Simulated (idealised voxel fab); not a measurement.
Proc. module: voxel transistor to metal
In the cross-section labelled cut, the width is 180 nm and each square cell is 5 nm.
Throughout this document, each cross-section is represented as a grid of square cells and is presented as a sequence of bands enumerated from the top downward, where a band comprises one or more rows of cells.
Read a band's entry like this: the first values are the height of its top and the height of its bottom in nm, and what follows is the sequence of materials from left to right, each with its width in nm. Note that "blank" is empty space, and that a single material marked "edge to edge" reaches across the band from edge to edge.
Beneath 0, the wafer as received is one material, and that level is where height counting begins. The lowest band goes on downward without a bottom; it is written like "top 0, no bottom".
A width given as "30 to 40" starts at the first number in the band's top row and ends at the second number in its bottom row, shifting by an equal amount at every step from row to row.
The designation "left unchanged", where it is given for a processing step, indicates that no cell of the cross-section was altered in the course of that step.
Reported under the label "Enclosed internal voids" are the empty spaces having no open way to the top and comprising 8 cells or more; the notation for each is width x height at distance, in which the distance is measured from the left edge and all three values are in nm.
If you see something after the settings on a step's line, that's the simulator's own remark about that step.
The setting "overlay nm" may be written on the line of a step. When the step uses a mask, the value reports how far to the right of the planned place the mask lay, and a negative value reports that it lay to the left.
What follows is a series of pairs. Each pair shows a cross-section before one process step and the cross-section after it, and the after view is drawn only down to the lowest band that changed. Beneath each pair is the step that lies between the two, with its settings. Pairs may come from different runs of this module on the same starting wafer, so a pair continues from the one above it only where its entry headed "Prior state" says so.

Prior state:
    top 130, bottom 120 | aC: 35, blank: 20, aC: 65, blank: 20, aC: 40
    top 120, bottom 115 | lowk: 35, blank: 20, lowk: 65, blank: 20, lowk: 40
    top 115, bottom 105 | lowk: 35, aC: 20, lowk: 65, aC: 20, lowk: 40
    top 105, bottom 90 | lowk edge to edge
    top 90, bottom 85 | SiCN edge to edge
    top 85, bottom 80 | SiCN: 35, TiN: 20, SiCN: 65, TiN: 20, SiCN: 40
    top 80, bottom 55 | SiO2 edge to edge
    top 55, bottom 45 | SiO2: 35, TiN: 5, Ru: 25 to 15, TiN: 5 to 15, SiO2: 35, TiN: 5 to 15, Ru: 25 to 15, TiN: 5, SiO2: 40
    top 45, bottom 30 | SiO2: 35, TiN: 5, Ru: 15, TiN: 5, SiN: 10, SiO2: 5, SiCN: 25, SiO2: 5, SiN: 10, TiN: 5, Ru: 15, TiN: 5, SiO2: 40
    top 30, bottom 10 | SiO2: 35, TiN: 5, Ru: 15, TiN: 5, SiN: 10, SiO2: 5, polySi: 25, SiO2: 5, SiN: 10, TiN: 5, Ru: 15, TiN: 5, SiO2: 40
    top 10, bottom 5 | SiO2: 35, TiN: 10, Ru: 10, TiN: 5, SiN: 10, SiO2: 5, polySi: 25, SiO2: 5, SiN: 10, TiN: 5, Ru: 10, TiN: 10, SiO2: 40
    top 5, bottom 0 | SiO2: 30, SiN: 10, TiN: 20, SiN: 10, SiO2: 5, polySi: 25, SiO2: 5, SiN: 10, TiN: 20, SiN: 10, SiO2: 35
    top 0, bottom -5 | SiO2: 40, SiGe: 20, SiO2: 55, SiGe: 20, SiO2: 45
    top -5, bottom -35 | SiO2: 35, Si: 105, SiO2: 40
    top -35, no bottom | Si edge to edge
    Enclosed internal voids: none

Section After Processing:
    top 155, bottom 130 | resist: 35, blank: 15, resist: 70, blank: 15, resist: 45
    top 130, bottom 120 | aC: 35, blank: 15, resist: 5, aC: 65, blank: 15, resist: 5, aC: 40
    top 120, bottom 115 | lowk: 35, blank: 15, resist: 5, lowk: 65, blank: 15, resist: 5, lowk: 40
    Below 115 it's all the same as before, nothing changed down there.
    Enclosed internal voids: none
What sits between those two cross-sections? PATTERN [tone open] [mask id METAL_2_HOLES] [material resist] [width nm 15] [pitch nm 85] [thk nm 25] [overlay nm 0]

Prior state: the cross-section after the pair above

Section After Processing:
    top 145, bottom 130 | resist: 35, blank: 15, resist: 70, blank: 15, resist: 45
    top 130, bottom 120 | aC: 35, blank: 15, resist: 5, aC: 65, blank: 15, resist: 5, aC: 40
    top 120, bottom 115 | lowk: 35, blank: 15, resist: 5, lowk: 65, blank: 15, resist: 5, lowk: 40
    top 115, bottom 105 | lowk: 35, blank: 15, aC: 5, lowk: 65, blank: 15, aC: 5, lowk: 40
    Below 105 it's all the same as before, nothing changed down there.
    Enclosed internal voids: none
What sits between those two cross-sections? DIRECTIONAL_ETCH [etch materials aC] [depth nm 10]

Prior state: the cross-section after the pair above

Section After Processing:
    top 130, bottom 120 | aC: 35, blank: 20, aC: 65, blank: 20, aC: 40
    top 120, bottom 115 | lowk: 35, blank: 20, lowk: 65, blank: 20, lowk: 40
    Below 115 it's all the same as before, nothing changed down there.
    Enclosed internal voids: none
What sits between those two cross-sections? STRIP [etch materials resist]

Prior state: the cross-section after the pair above

Section After Processing:
    top 130, bottom 120 | aC: 35, blank: 20, aC: 65, blank: 20, aC: 40
    top 120, bottom 115 | lowk: 35, blank: 20, lowk: 65, blank: 20, lowk: 40
    top 115, bottom 105 | lowk: 35, blank: 15, aC: 5, lowk: 65, blank: 15, aC: 5, lowk: 40
    top 105, bottom 90 | lowk: 35, blank: 15, lowk: 70, blank: 15, lowk: 45
    Below 90 it's all the same as before, nothing changed down there.
    Enclosed internal voids: none
What sits between those two cross-sections? DIRECTIONAL_ETCH [etch materials lowk] [depth nm 15]

Prior state: the cross-section after the pair above

Section After Processing:
    top 130, bottom 120 | aC: 35, blank: 20, aC: 65, blank: 20, aC: 40
    top 120, bottom 115 | lowk: 35, blank: 20, lowk: 65, blank: 20, lowk: 40
    top 115, bottom 105 | lowk: 35, blank: 15, aC: 5, lowk: 65, blank: 15, aC: 5, lowk: 40
    top 105, bottom 90 | lowk: 35, blank: 15, lowk: 70, blank: 15, lowk: 45
    top 90, bottom 85 | SiCN: 35, blank: 15, SiCN: 70, blank: 15, SiCN: 45
    Below 85 it's all the same as before, nothing changed down there.
    Enclosed internal voids: none
What sits between those two cross-sections? DIRECTIONAL_ETCH [etch materials SiCN] [depth nm 5]

Prior state: the cross-section after the pair above

Section After Processing:
    top 120, bottom 105 | lowk: 35, blank: 20, lowk: 65, blank: 20, lowk: 40
    Below 105 it's all the same as before, nothing changed down there.
    Enclosed internal voids: none
What sits between those two cross-sections? STRIP [etch materials aC]

Prior state: the cross-section after the pair above

Section After Processing:
    top 125, bottom 120 | TiN: 40, blank: 10, TiN: 75, blank: 10, TiN: 45
    top 120, bottom 110 | lowk: 35, TiN: 5, blank: 10, TiN: 5, lowk: 65, TiN: 5, blank: 10, TiN: 5, lowk: 40
    top 110, bottom 105 | lowk: 35, TiN: 5, blank: 5, TiN: 10, lowk: 65, TiN: 5, blank: 5, TiN: 10, lowk: 40
    top 105, bottom 90 | lowk: 35, TiN: 5, blank: 5, TiN: 5, lowk: 70, TiN: 5, blank: 5, TiN: 5, lowk: 45
    top 90, bottom 80 | SiCN: 35, TiN: 15 to 20, SiCN: 70 to 65, TiN: 15 to 20, SiCN: 45 to 40
    Below 80 it's all the same as before, nothing changed down there.
    Enclosed internal voids: none
What sits between those two cross-sections? CONFORMAL_DEP [material TiN] [thk nm 5]

Prior state: the cross-section after the pair above

Section After Processing:
    top 130, bottom 125 | Ru edge to edge
    top 125, bottom 120 | TiN: 40, Ru: 10, TiN: 75, Ru: 10, TiN: 45
    top 120, bottom 110 | lowk: 35, TiN: 5, Ru: 10, TiN: 5, lowk: 65, TiN: 5, Ru: 10, TiN: 5, lowk: 40
    top 110, bottom 105 | lowk: 35, TiN: 5, Ru: 5, TiN: 10, lowk: 65, TiN: 5, Ru: 5, TiN: 10, lowk: 40
    top 105, bottom 90 | lowk: 35, TiN: 5, Ru: 5, TiN: 5, lowk: 70, TiN: 5, Ru: 5, TiN: 5, lowk: 45
    Below 90 it's all the same as before, nothing changed down there.
    Enclosed internal voids: none
What sits between those two cross-sections? FILL_DEP [material Ru] [thk nm 5]

Prior state: the cross-section after the pair above

Section After Processing:
    top 120, bottom 110 | lowk: 35, TiN: 5, Ru: 10, TiN: 5, lowk: 65, TiN: 5, Ru: 10, TiN: 5, lowk: 40
    Below 110 it's all the same as before, nothing changed down there.
    Enclosed internal voids: none
What sits between those two cross-sections? CMP [height nm 120]

Prior state: the cross-section after the pair above

Section After Processing:
    top 125, bottom 120 | SiCN edge to edge
    Below 120 it's all the same as before, nothing changed down there.
    Enclosed internal voids: none
What sits between those two cross-sections? CONFORMAL_DEP [material SiCN] [thk nm 5]

Prior state:
    top 35, bottom 30 | polySi: 25, blank: 125, polySi: 30
    top 30, bottom 5 | polySi edge to edge
    top 5, bottom 0 | SiO2: 25, polySi: 125, SiO2: 30
    top 0, bottom -5 | SiO2 edge to edge
    top -5, bottom -35 | SiO2: 35, Si: 105, SiO2: 40
    top -35, no bottom | Si edge to edge
    Enclosed internal voids: none

Section After Processing:
    top 45, bottom 40 | SiCN: 25, blank: 125, SiCN: 30
    top 40, bottom 35 | SiCN edge to edge
    top 35, bottom 30 | polySi: 25, SiCN: 125, polySi: 30
    Below 30 it's all the same as before, nothing changed down there.
    Enclosed internal voids: none
What sits between those two cross-sections? DIRECTIONAL_DEP [material SiCN] [thk nm 10]

Prior state: the cross-section after the pair above

Section After Processing:
    top 40, bottom 35 | blank: 75, SiCN: 25, blank: 80
    top 35, bottom 30 | polySi: 25, blank: 50, SiCN: 25, blank: 50, polySi: 30
    Below 30 it's all the same as before, nothing changed down there.
    Enclosed internal voids: none
What sits between those two cross-sections? MASKED_ETCH [tone cover] [mask id GATE] [width nm 25] [etch materials SiCN] [depth nm 25] [overlay nm 0]

Prior state: the cross-section after the pair above

Section After Processing:
    top 40, bottom 30 | blank: 75, SiCN: 25, blank: 80
    top 30, bottom 5 | blank: 75, polySi: 25, blank: 80
    top 5, bottom 0 | SiO2: 25, blank: 50, polySi: 25, blank: 50, SiO2: 30
    Below 0 it's all the same as before, nothing changed down there.
    Enclosed internal voids: none
What sits between those two cross-sections? MASKED_ETCH [tone cover] [mask id GATE] [width nm 25] [etch materials polySi] [depth nm 40] [overlay nm 0]

Prior state: the cross-section after the pair above

Section After Processing:
    top 45, bottom 40 | blank: 70, SiO2: 35, blank: 75
    top 40, bottom 30 | blank: 70, SiO2: 5, SiCN: 25, SiO2: 5, blank: 75
    top 30, bottom 10 | blank: 70, SiO2: 5, polySi: 25, SiO2: 5, blank: 75
    top 10, bottom 5 | SiO2: 30, blank: 40, SiO2: 5, polySi: 25, SiO2: 5, blank: 40, SiO2: 35
    top 5, bottom 0 | SiO2: 75, polySi: 25, SiO2: 80
    Below 0 it's all the same as before, nothing changed down there.
    Enclosed internal voids: none
What sits between those two cross-sections? CONFORMAL_DEP [material SiO2] [thk nm 5]

Prior state: the cross-section after the pair above

Section After Processing:
    top 40, bottom 30 | blank: 70, SiO2: 5, SiCN: 25, SiO2: 5, blank: 75
    top 30, bottom 5 | blank: 70, SiO2: 5, polySi: 25, SiO2: 5, blank: 75
    top 5, bottom 0 | SiO2: 30, blank: 40, SiO2: 5, polySi: 25, SiO2: 5, blank: 40, SiO2: 35
    Below 0 it's all the same as before, nothing changed down there.
    Enclosed internal voids: none
What sits between those two cross-sections? DIRECTIONAL_ETCH [etch materials SiO2] [depth nm 5]

Prior state: the cross-section after the pair above

Section After Processing:
    top 50, bottom 40 | blank: 60, SiN: 55, blank: 65
    top 40, bottom 30 | blank: 60, SiN: 10, SiO2: 5, SiCN: 25, SiO2: 5, SiN: 10, blank: 65
    top 30, bottom 15 | blank: 60, SiN: 10, SiO2: 5, polySi: 25, SiO2: 5, SiN: 10, blank: 65
    top 15, bottom 10 | SiN: 40, blank: 20, SiN: 10, SiO2: 5, polySi: 25, SiO2: 5, SiN: 10, blank: 20, SiN: 45
    top 10, bottom 5 | SiN: 70, SiO2: 5, polySi: 25, SiO2: 5, SiN: 75
    top 5, bottom 0 | SiO2: 30, SiN: 40, SiO2: 5, polySi: 25, SiO2: 5, SiN: 40, SiO2: 35
    Below 0 it's all the same as before, nothing changed down there.
    Enclosed internal voids: none
What sits between those two cross-sections? CONFORMAL_DEP [material SiN] [thk nm 10]

Prior state: the cross-section after the pair above

Section After Processing:
    top 40, bottom 30 | blank: 60, SiN: 10, SiO2: 5, SiCN: 25, SiO2: 5, SiN: 10, blank: 65
    top 30, bottom 5 | blank: 60, SiN: 10, SiO2: 5, polySi: 25, SiO2: 5, SiN: 10, blank: 65
    top 5, bottom 0 | SiO2: 30, SiN: 10, blank: 20, SiN: 10, SiO2: 5, polySi: 25, SiO2: 5, SiN: 10, blank: 20, SiN: 10, SiO2: 35
    Below 0 it's all the same as before, nothing changed down there.
    Enclosed internal voids: none
What sits between those two cross-sections? DIRECTIONAL_ETCH [etch materials SiN] [depth nm 10]

Prior state: the cross-section after the pair above

Section After Processing:
    top 40, bottom 35 | blank: 60, SiN: 10, blank: 5, SiCN: 25, blank: 5, SiN: 10, blank: 65
    top 35, bottom 30 | blank: 60, SiN: 10, SiO2: 5, SiCN: 25, SiO2: 5, SiN: 10, blank: 65
    top 30, bottom 5 | blank: 60, SiN: 10, SiO2: 5, polySi: 25, SiO2: 5, SiN: 10, blank: 65
    top 5, bottom 0 | blank: 30, SiN: 10, blank: 20, SiN: 10, SiO2: 5, polySi: 25, SiO2: 5, SiN: 10, blank: 20, SiN: 10, blank: 35
    top 0, bottom -5 | SiO2: 40, blank: 20, SiO2: 55, blank: 20, SiO2: 45
    Below -5 it's all the same as before, nothing changed down there.
    Enclosed internal voids: none
What sits between those two cross-sections? DIRECTIONAL_ETCH [etch materials SiO2] [depth nm 5]

Prior state: the cross-section after the pair above

Section After Processing:
    top 40, bottom 35 | blank: 60, SiN: 10, blank: 5, SiCN: 25, blank: 5, SiN: 10, blank: 65
    top 35, bottom 30 | blank: 60, SiN: 10, SiO2: 5, SiCN: 25, SiO2: 5, SiN: 10, blank: 65
    top 30, bottom 5 | blank: 60, SiN: 10, SiO2: 5, polySi: 25, SiO2: 5, SiN: 10, blank: 65
    top 5, bottom 0 | blank: 30, SiN: 10, blank: 20, SiN: 10, SiO2: 5, polySi: 25, SiO2: 5, SiN: 10, blank: 20, SiN: 10, blank: 35
    top 0, bottom -5 | SiO2: 40, SiGe: 20, SiO2: 55, SiGe: 20, SiO2: 45
    Below -5 it's all the same as before, nothing changed down there.
    Enclosed internal voids: none
What sits between those two cross-sections? EPI [material SiGe] [thk nm 5]

Prior state: the cross-section after the pair above

Section After Processing:
    top 45, bottom 40 | SiO2 edge to edge
    top 40, bottom 30 | SiO2: 60, SiN: 10, SiO2: 5, SiCN: 25, SiO2: 5, SiN: 10, SiO2: 65
    top 30, bottom 5 | SiO2: 60, SiN: 10, SiO2: 5, polySi: 25, SiO2: 5, SiN: 10, SiO2: 65
    top 5, bottom 0 | SiO2: 30, SiN: 10, SiO2: 20, SiN: 10, SiO2: 5, polySi: 25, SiO2: 5, SiN: 10, SiO2: 20, SiN: 10, SiO2: 35
    Below 0 it's all the same as before, nothing changed down there.
    Enclosed internal voids: none
What sits between those two cross-sections? FILL_DEP [material SiO2] [thk nm 5]

Prior state: the cross-section after the pair above

Section After Processing:
    top 55, bottom 40 | SiO2 edge to edge
    Below 40 it's all the same as before, nothing changed down there.
    Enclosed internal voids: none
What sits between those two cross-sections? DIRECTIONAL_DEP [material SiO2] [thk nm 10]

Prior state: the cross-section after the pair above

Section After Processing:
    top 70, bottom 55 | resist: 35, blank: 35, resist: 35, blank: 35, resist: 40
    Below 55 it's all the same as before, nothing changed down there.
    Enclosed internal voids: none
What sits between those two cross-sections? PATTERN [tone open] [mask id CONTACT] [material resist] [width nm 35] [pitch nm 70] [thk nm 15] [overlay nm 0]

Prior state: the cross-section after the pair above

Section After Processing:
    top 70, bottom 55 | resist: 35, blank: 35, resist: 35, blank: 35, resist: 40
    top 55, bottom 40 | SiO2: 35, blank: 35, SiO2: 35, blank: 35, SiO2: 40
    top 40, bottom 30 | SiO2: 35, blank: 25, SiN: 10, SiO2: 5, SiCN: 25, SiO2: 5, SiN: 10, blank: 25, SiO2: 40
    top 30, bottom 5 | SiO2: 35, blank: 25, SiN: 10, SiO2: 5, polySi: 25, SiO2: 5, SiN: 10, blank: 25, SiO2: 40
    top 5, bottom 0 | SiO2: 30, SiN: 10, blank: 20, SiN: 10, SiO2: 5, polySi: 25, SiO2: 5, SiN: 10, blank: 20, SiN: 10, SiO2: 35
    Below 0 it's all the same as before, nothing changed down there.
    Enclosed internal voids: none
What sits between those two cross-sections? DIRECTIONAL_ETCH [etch materials SiO2] [depth nm 55]

Prior state: the cross-section after the pair above

Section After Processing:
    top 55, bottom 40 | SiO2: 35, blank: 35, SiO2: 35, blank: 35, SiO2: 40
    Below 40 it's all the same as before, nothing changed down there.
    Enclosed internal voids: none
What sits between those two cross-sections? STRIP [etch materials resist]

Prior state: the cross-section after the pair above

Section After Processing:
    top 60, bottom 55 | TiN: 40, blank: 25, TiN: 45, blank: 25, TiN: 45
    top 55, bottom 45 | SiO2: 35, TiN: 5, blank: 25, TiN: 5, SiO2: 35, TiN: 5, blank: 25, TiN: 5, SiO2: 40
    top 45, bottom 40 | SiO2: 35, TiN: 5, blank: 15, TiN: 15, SiO2: 35, TiN: 15, blank: 15, TiN: 5, SiO2: 40
    top 40, bottom 30 | SiO2: 35, TiN: 5, blank: 15, TiN: 5, SiN: 10, SiO2: 5, SiCN: 25, SiO2: 5, SiN: 10, TiN: 5, blank: 15, TiN: 5, SiO2: 40
    top 30, bottom 10 | SiO2: 35, TiN: 5, blank: 15, TiN: 5, SiN: 10, SiO2: 5, polySi: 25, SiO2: 5, SiN: 10, TiN: 5, blank: 15, TiN: 5, SiO2: 40
    top 10, bottom 5 | SiO2: 35, TiN: 10, blank: 10, TiN: 5, SiN: 10, SiO2: 5, polySi: 25, SiO2: 5, SiN: 10, TiN: 5, blank: 10, TiN: 10, SiO2: 40
    top 5, bottom 0 | SiO2: 30, SiN: 10, TiN: 20, SiN: 10, SiO2: 5, polySi: 25, SiO2: 5, SiN: 10, TiN: 20, SiN: 10, SiO2: 35
    Below 0 it's all the same as before, nothing changed down there.
    Enclosed internal voids: none
What sits between those two cross-sections? CONFORMAL_DEP [material TiN] [thk nm 5]

Prior state: the cross-section after the pair above

Section After Processing:
    top 70, bottom 60 | Ru edge to edge
    top 60, bottom 55 | TiN: 40, Ru: 25, TiN: 45, Ru: 25, TiN: 45
    top 55, bottom 45 | SiO2: 35, TiN: 5, Ru: 25, TiN: 5, SiO2: 35, TiN: 5, Ru: 25, TiN: 5, SiO2: 40
    top 45, bottom 40 | SiO2: 35, TiN: 5, Ru: 15, TiN: 15, SiO2: 35, TiN: 15, Ru: 15, TiN: 5, SiO2: 40
    top 40, bottom 30 | SiO2: 35, TiN: 5, Ru: 15, TiN: 5, SiN: 10, SiO2: 5, SiCN: 25, SiO2: 5, SiN: 10, TiN: 5, Ru: 15, TiN: 5, SiO2: 40
    top 30, bottom 10 | SiO2: 35, TiN: 5, Ru: 15, TiN: 5, SiN: 10, SiO2: 5, polySi: 25, SiO2: 5, SiN: 10, TiN: 5, Ru: 15, TiN: 5, SiO2: 40
    top 10, bottom 5 | SiO2: 35, TiN: 10, Ru: 10, TiN: 5, SiN: 10, SiO2: 5, polySi: 25, SiO2: 5, SiN: 10, TiN: 5, Ru: 10, TiN: 10, SiO2: 40
    Below 5 it's all the same as before, nothing changed down there.
    Enclosed internal voids: none
What sits between those two cross-sections? FILL_DEP [material Ru] [thk nm 10]

Prior state: the cross-section after the pair above

Section After Processing:
    top 55, bottom 45 | SiO2: 35, TiN: 5, Ru: 25, TiN: 5, SiO2: 35, TiN: 5, Ru: 25, TiN: 5, SiO2: 40
    Below 45 it's all the same as before, nothing changed down there.
    Enclosed internal voids: none
What sits between those two cross-sections? CMP [height nm 55]

Prior state: the cross-section after the pair above

Section After Processing:
    top 60, bottom 55 | SiCN edge to edge
    Below 55 it's all the same as before, nothing changed down there.
    Enclosed internal voids: none
What sits between those two cross-sections? CONFORMAL_DEP [material SiCN] [thk nm 5]

Prior state: the cross-section after the pair above

Section After Processing:
    top 85, bottom 60 | SiO2 edge to edge
    Below 60 it's all the same as before, nothing changed down there.
    Enclosed internal voids: none
What sits between those two cross-sections? DIRECTIONAL_DEP [material SiO2] [thk nm 25]

Prior state: the cross-section after the pair above

Section After Processing:
    top 100, bottom 85 | resist: 35, blank: 20, resist: 65, blank: 20, resist: 40
    Below 85 it's all the same as before, nothing changed down there.
    Enclosed internal voids: none
What sits between those two cross-sections? PATTERN [tone open] [mask id METAL_1] [material resist] [width nm 20] [pitch nm 85] [thk nm 15] [overlay nm 0]

Prior state: the cross-section after the pair above

Section After Processing:
    top 100, bottom 85 | resist: 35, blank: 20, resist: 65, blank: 20, resist: 40
    top 85, bottom 60 | SiO2: 35, blank: 20, SiO2: 65, blank: 20, SiO2: 40
    Below 60 it's all the same as before, nothing changed down there.
    Enclosed internal voids: none
What sits between those two cross-sections? DIRECTIONAL_ETCH [etch materials SiO2] [depth nm 25]

Prior state: the cross-section after the pair above

Section After Processing:
    top 100, bottom 85 | resist: 35, blank: 20, resist: 65, blank: 20, resist: 40
    top 85, bottom 60 | SiO2: 35, blank: 20, SiO2: 65, blank: 20, SiO2: 40
    top 60, bottom 55 | SiCN: 35, blank: 20, SiCN: 65, blank: 20, SiCN: 40
    Below 55 it's all the same as before, nothing changed down there.
    Enclosed internal voids: none
What sits between those two cross-sections? DIRECTIONAL_ETCH [etch materials SiCN] [depth nm 5]

Prior state: the cross-section after the pair above

Section After Processing:
    top 85, bottom 60 | SiO2: 35, blank: 20, SiO2: 65, blank: 20, SiO2: 40
    Below 60 it's all the same as before, nothing changed down there.
    Enclosed internal voids: none
What sits between those two cross-sections? STRIP [etch materials resist]

Prior state: the cross-section after the pair above

Section After Processing:
    top 90, bottom 85 | TiN: 40, blank: 10, TiN: 75, blank: 10, TiN: 45
    top 85, bottom 60 | SiO2: 35, TiN: 5, blank: 10, TiN: 5, SiO2: 65, TiN: 5, blank: 10, TiN: 5, SiO2: 40
    top 60, bottom 55 | SiCN: 35, TiN: 20, SiCN: 65, TiN: 20, SiCN: 40
    Below 55 it's all the same as before, nothing changed down there.
    Enclosed internal voids: none
What sits between those two cross-sections? CONFORMAL_DEP [material TiN] [thk nm 5]

Prior state: the cross-section after the pair above

Section After Processing:
    top 95, bottom 90 | Ru edge to edge
    top 90, bottom 85 | TiN: 40, Ru: 10, TiN: 75, Ru: 10, TiN: 45
    top 85, bottom 60 | SiO2: 35, TiN: 5, Ru: 10, TiN: 5, SiO2: 65, TiN: 5, Ru: 10, TiN: 5, SiO2: 40
    Below 60 it's all the same as before, nothing changed down there.
    Enclosed internal voids: none
What sits between those two cross-sections? FILL_DEP [material Ru] [thk nm 5]

Prior state: the cross-section after the pair above

Section After Processing:
    top 85, bottom 60 | SiO2: 35, TiN: 5, Ru: 10, TiN: 5, SiO2: 65, TiN: 5, Ru: 10, TiN: 5, SiO2: 40
    Below 60 it's all the same as before, nothing changed down there.
    Enclosed internal voids: none
What sits between those two cross-sections? CMP [height nm 85]

Prior state: the cross-section after the pair above

Section After Processing:
    top 90, bottom 85 | SiCN edge to edge
    Below 85 it's all the same as before, nothing changed down there.
    Enclosed internal voids: none
What sits between those two cross-sections? CONFORMAL_DEP [material SiCN] [thk nm 5]

Prior state: the cross-section after the pair above

Section After Processing:
    top 120, bottom 90 | lowk edge to edge
    Below 90 it's all the same as before, nothing changed down there.
    Enclosed internal voids: none
What sits between those two cross-sections? DIRECTIONAL_DEP [material lowk] [thk nm 30]

Prior state: the cross-section after the pair above

Section After Processing:
    top 135, bottom 120 | resist: 35, blank: 20, resist: 65, blank: 20, resist: 40
    Below 120 it's all the same as before, nothing changed down there.
    Enclosed internal voids: none
What sits between those two cross-sections? PATTERN [tone open] [mask id METAL_2] [material resist] [width nm 20] [pitch nm 85] [thk nm 15] [overlay nm 0]

Prior state: the cross-section after the pair above

Section After Processing:
    top 135, bottom 120 | resist: 35, blank: 20, resist: 65, blank: 20, resist: 40
    top 120, bottom 105 | lowk: 35, blank: 20, lowk: 65, blank: 20, lowk: 40
    Below 105 it's all the same as before, nothing changed down there.
    Enclosed internal voids: none
What sits between those two cross-sections? DIRECTIONAL_ETCH [etch materials lowk] [depth nm 15]

Prior state: the cross-section after the pair above

Section After Processing:
    top 120, bottom 105 | lowk: 35, blank: 20, lowk: 65, blank: 20, lowk: 40
    Below 105 it's all the same as before, nothing changed down there.
    Enclosed internal voids: none
What sits between those two cross-sections? STRIP [etch materials resist]

Prior state: the cross-section after the pair above

Section After Processing:
    top 130, bottom 120 | aC: 35, blank: 20, aC: 65, blank: 20, aC: 40
    top 120, bottom 115 | lowk: 35, blank: 20, lowk: 65, blank: 20, lowk: 40
    top 115, bottom 105 | lowk: 35, aC: 20, lowk: 65, aC: 20, lowk: 40
    Below 105 it's all the same as before, nothing changed down there.
    Enclosed internal voids: none
What sits between those two cross-sections? DIRECTIONAL_DEP [material aC] [thk nm 10]

Prior state: the cross-section after the pair above

Section After Processing:
    top 155, bottom 130 | resist: 35, blank: 15, resist: 70, blank: 15, resist: 45
    top 130, bottom 120 | aC: 35, blank: 15, resist: 5, aC: 65, blank: 15, resist: 5, aC: 40
    top 120, bottom 115 | lowk: 35, blank: 15, resist: 5, lowk: 65, blank: 15, resist: 5, lowk: 40
    Below 115 it's all the same as before, nothing changed down there.
    Enclosed internal voids: none
What sits between those two cross-sections? PATTERN [tone open] [mask id METAL_2_HOLES] [material resist] [width nm 15] [pitch nm 85] [thk nm 25] [overlay nm 0]

Prior state: the cross-section after the pair above

Section After Processing:
    top 145, bottom 130 | resist: 35, blank: 15, resist: 70, blank: 15, resist: 45
    top 130, bottom 120 | aC: 35, blank: 15, resist: 5, aC: 65, blank: 15, resist: 5, aC: 40
    top 120, bottom 115 | lowk: 35, blank: 15, resist: 5, lowk: 65, blank: 15, resist: 5, lowk: 40
    top 115, bottom 105 | lowk: 35, blank: 15, aC: 5, lowk: 65, blank: 15, aC: 5, lowk: 40
    Below 105 it's all the same as before, nothing changed down there.
    Enclosed internal voids: none
What sits between those two cross-sections? DIRECTIONAL_ETCH [etch materials aC] [depth nm 10]

Prior state: the cross-section after the pair above

Section After Processing:
    top 130, bottom 120 | aC: 35, blank: 20, aC: 65, blank: 20, aC: 40
    top 120, bottom 115 | lowk: 35, blank: 20, lowk: 65, blank: 20, lowk: 40
    Below 115 it's all the same as before, nothing changed down there.
    Enclosed internal voids: none
What sits between those two cross-sections? STRIP [etch materials resist]

Prior state: the cross-section after the pair above

Section After Processing:
    top 130, bottom 120 | aC: 35, blank: 20, aC: 65, blank: 20, aC: 40
    top 120, bottom 115 | lowk: 35, blank: 20, lowk: 65, blank: 20, lowk: 40
    top 115, bottom 105 | lowk: 35, blank: 15, aC: 5, lowk: 65, blank: 15, aC: 5, lowk: 40
    top 105, bottom 90 | lowk: 35, blank: 15, lowk: 70, blank: 15, lowk: 45
    Below 90 it's all the same as before, nothing changed down there.
    Enclosed internal voids: none
What sits between those two cross-sections? DIRECTIONAL_ETCH [etch materials lowk] [depth nm 15]

Prior state: the cross-section after the pair above

Section After Processing:
    top 130, bottom 120 | aC: 35, blank: 20, aC: 65, blank: 20, aC: 40
    top 120, bottom 115 | lowk: 35, blank: 20, lowk: 65, blank: 20, lowk: 40
    top 115, bottom 105 | lowk: 35, blank: 15, aC: 5, lowk: 65, blank: 15, aC: 5, lowk: 40
    top 105, bottom 90 | lowk: 35, blank: 15, lowk: 70, blank: 15, lowk: 45
    top 90, bottom 85 | SiCN: 35, blank: 15, SiCN: 70, blank: 15, SiCN: 45
    Below 85 it's all the same as before, nothing changed down there.
    Enclosed internal voids: none
What sits between those two cross-sections? DIRECTIONAL_ETCH [etch materials SiCN] [depth nm 5]

Prior state: the cross-section after the pair above

Section After Processing:
    top 120, bottom 105 | lowk: 35, blank: 20, lowk: 65, blank: 20, lowk: 40
    Below 105 it's all the same as before, nothing changed down there.
    Enclosed internal voids: none
What sits between those two cross-sections? STRIP [etch materials aC]

Prior state: the cross-section after the pair above

Section After Processing:
    top 125, bottom 120 | TiN: 40, blank: 10, TiN: 75, blank: 10, TiN: 45
    top 120, bottom 110 | lowk: 35, TiN: 5, blank: 10, TiN: 5, lowk: 65, TiN: 5, blank: 10, TiN: 5, lowk: 40
    top 110, bottom 105 | lowk: 35, TiN: 5, blank: 5, TiN: 10, lowk: 65, TiN: 5, blank: 5, TiN: 10, lowk: 40
    top 105, bottom 90 | lowk: 35, TiN: 5, blank: 5, TiN: 5, lowk: 70, TiN: 5, blank: 5, TiN: 5, lowk: 45
    top 90, bottom 85 | SiCN: 35, TiN: 15, SiCN: 70, TiN: 15, SiCN: 45
    Below 85 it's all the same as before, nothing changed down there.
    Enclosed internal voids: none
What sits between those two cross-sections? CONFORMAL_DEP [material TiN] [thk nm 5]

Prior state: the cross-section after the pair above

Section After Processing:
    top 130, bottom 125 | Ru edge to edge
    top 125, bottom 120 | TiN: 40, Ru: 10, TiN: 75, Ru: 10, TiN: 45
    top 120, bottom 110 | lowk: 35, TiN: 5, Ru: 10, TiN: 5, lowk: 65, TiN: 5, Ru: 10, TiN: 5, lowk: 40
    top 110, bottom 105 | lowk: 35, TiN: 5, Ru: 5, TiN: 10, lowk: 65, TiN: 5, Ru: 5, TiN: 10, lowk: 40
    top 105, bottom 90 | lowk: 35, TiN: 5, Ru: 5, TiN: 5, lowk: 70, TiN: 5, Ru: 5, TiN: 5, lowk: 45
    Below 90 it's all the same as before, nothing changed down there.
    Enclosed internal voids: none
What sits between those two cross-sections? FILL_DEP [material Ru] [thk nm 5]

Prior state: the cross-section after the pair above

Section After Processing:
    top 120, bottom 110 | lowk: 35, TiN: 5, Ru: 10, TiN: 5, lowk: 65, TiN: 5, Ru: 10, TiN: 5, lowk: 40
    Below 110 it's all the same as before, nothing changed down there.
    Enclosed internal voids: none
What sits between those two cross-sections? CMP [height nm 120]

Prior state: the cross-section after the pair above

Section After Processing:
    top 125, bottom 120 | SiCN edge to edge
    Below 120 it's all the same as before, nothing changed down there.
    Enclosed internal voids: none
What sits between those two cross-sections? CONFORMAL_DEP [material SiCN] [thk nm 5]
